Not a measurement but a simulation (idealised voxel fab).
process module | voxel wiring stack
cross-section cut | 240 nm wide | cells 5 nm
A cross-section is a grid of square cells, given in bands from the top down. A band is one or more rows of cells.
Each band's line starts with the height of the band's top and of its bottom, in nm. Then come its materials from left to right, each with its width in nm. One material with "throughout" fills the band from edge to edge. "air" is empty space.
Height 0 is the level under which the wafer as received is all one material. The lowest band goes on downwards, as in "0 down".
A width such as "30 to 40" changes by the same amount from each row of cells to the next, from the band's top row to its bottom row.
"no change" after a step means that no cell of the cross-section changed.
closed voids: empty space of 8 cells or more with no open way to the top, each as width x height at its distance from the left edge, in nm
after a step's settings: what the simulator itself notes on the step
overlay nm, on a step with a mask: how far to the right of its planned place the mask lay; to the left if negative
plan
1 op RECEIVE | material Si
2 op CONFORMAL_DEP | material SiO2 | thk nm 10
3 op DIRECTIONAL_DEP | material TiN | thk nm 5
4 op DIRECTIONAL_DEP | material Ru | thk nm 25
5 op MASKED_ETCH | tone cover | mask id METAL_1 | width nm 20 | pitch nm 50 | etch materials Ru | depth nm 25 | overlay nm 0
6 op MASKED_ETCH | tone cover | mask id METAL_1 | width nm 20 | pitch nm 50 | etch materials TiN | depth nm 5 | overlay nm 0
7 op CONFORMAL_DEP | material SiCN | thk nm 5
8 op FILL_DEP | material lowk | thk nm 10
9 op CMP | height nm 40
10 op CONFORMAL_DEP | material SiCN | thk nm 5
11 op DIRECTIONAL_DEP | material lowk | thk nm 15
12 op DIRECTIONAL_DEP | material aC | thk nm 15
13 op PATTERN | tone open | mask id PLUG_1 | material resist | width nm 15 | pitch nm 50 | thk nm 30 | overlay nm 0
14 op DIRECTIONAL_ETCH | etch materials aC | depth nm 15
15 op STRIP | etch materials resist
16 op DIRECTIONAL_ETCH | etch materials lowk | depth nm 15
17 op DIRECTIONAL_ETCH | etch materials SiCN | depth nm 5
18 op STRIP | etch materials aC
19 op EPI | material Ru | thk nm 10
20 op EPI | material Ru | thk nm 10
21 op CONFORMAL_DEP | material SiN | thk nm 5
22 op DIRECTIONAL_DEP | material SiO2 | thk nm 25
23 op PATTERN | tone open | mask id METAL_2 | material resist | width nm 20 | pitch nm 50 | thk nm 15 | overlay nm 0
24 op DIRECTIONAL_ETCH | etch materials SiO2 | depth nm 25
25 op DIRECTIONAL_ETCH | etch materials SiN | depth nm 5
26 op STRIP | etch materials resist
27 op CONFORMAL_DEP | material TiN | thk nm 5
28 op FILL_DEP | material Ru | thk nm 10
29 op CMP | height nm 90
30 op CONFORMAL_DEP | material SiCN | thk nm 5
31 op DIRECTIONAL_DEP | material lowk | thk nm 30
32 op MASKED_ETCH | tone open | mask id METAL_3 | width nm 20 | pitch nm 50 | etch materials lowk | depth nm 15 | overlay nm 0
33 op PATTERN | tone open | mask id METAL_3_HOLES | material resist | width nm 15 | pitch nm 100 | thk nm 20 | overlay nm 0
34 op DIRECTIONAL_ETCH | etch materials lowk | depth nm 15
35 op DIRECTIONAL_ETCH | etch materials SiCN | depth nm 5
36 op STRIP | etch materials resist
37 op CONFORMAL_DEP | material TiN | thk nm 5
38 op FILL_DEP | material Ru | thk nm 10
39 op CMP | height nm 125
40 op CONFORMAL_DEP | material SiCN | thk nm 5
41 op DIRECTIONAL_DEP | material SiO2 | thk nm 30
42 op DIRECTIONAL_DEP | material aC | thk nm 10
43 op PATTERN | tone open | mask id METAL_4 | material resist | width nm 20 | pitch nm 50 | thk nm 30 | overlay nm 0
44 op DIRECTIONAL_ETCH | etch materials aC | depth nm 10
45 op STRIP | etch materials resist
46 op DIRECTIONAL_ETCH | etch materials SiO2 | depth nm 15
47 op STRIP | etch materials aC
48 op MASKED_ETCH | tone open | mask id METAL_4_HOLES | width nm 15 | pitch nm 100 | etch materials SiO2 | depth nm 15 | overlay nm 0
49 op MASKED_ETCH | tone open | mask id METAL_4_HOLES | width nm 15 | pitch nm 100 | etch materials SiCN | depth nm 5 | overlay nm 0
50 op CONFORMAL_DEP | material TiN | thk nm 5
51 op FILL_DEP | material Cu | thk nm 5
52 op CMP | height nm 160
53 op CONFORMAL_DEP | material SiCN | thk nm 5
varied across the wafers: thk nm of step 21. The plan shows the first wafer's value. All wafers start alike
first wafer as received, after step 1
  0 down: Si throughout
  closed voids: none
each wafer at the end: cells of each material gained (+) or lost (-) since it was received, then its closed voids
thk nm 5 | +20 Cu | +146 Ru | +237 SiCN | +36 SiN | +510 SiO2 | +134 TiN | +501 lowk | closed voids: none
thk nm 10 | +20 Cu | +140 Ru | +237 SiCN | +84 SiN | +474 SiO2 | +128 TiN | +501 lowk | closed voids: none
thk nm 15 | +20 Cu | +134 Ru | +237 SiCN | +132 SiN | +438 SiO2 | +122 TiN | +501 lowk | closed voids: none
thk nm 20 | +20 Cu | +128 Ru | +237 SiCN | +180 SiN | +402 SiO2 | +116 TiN | +501 lowk | closed voids: none
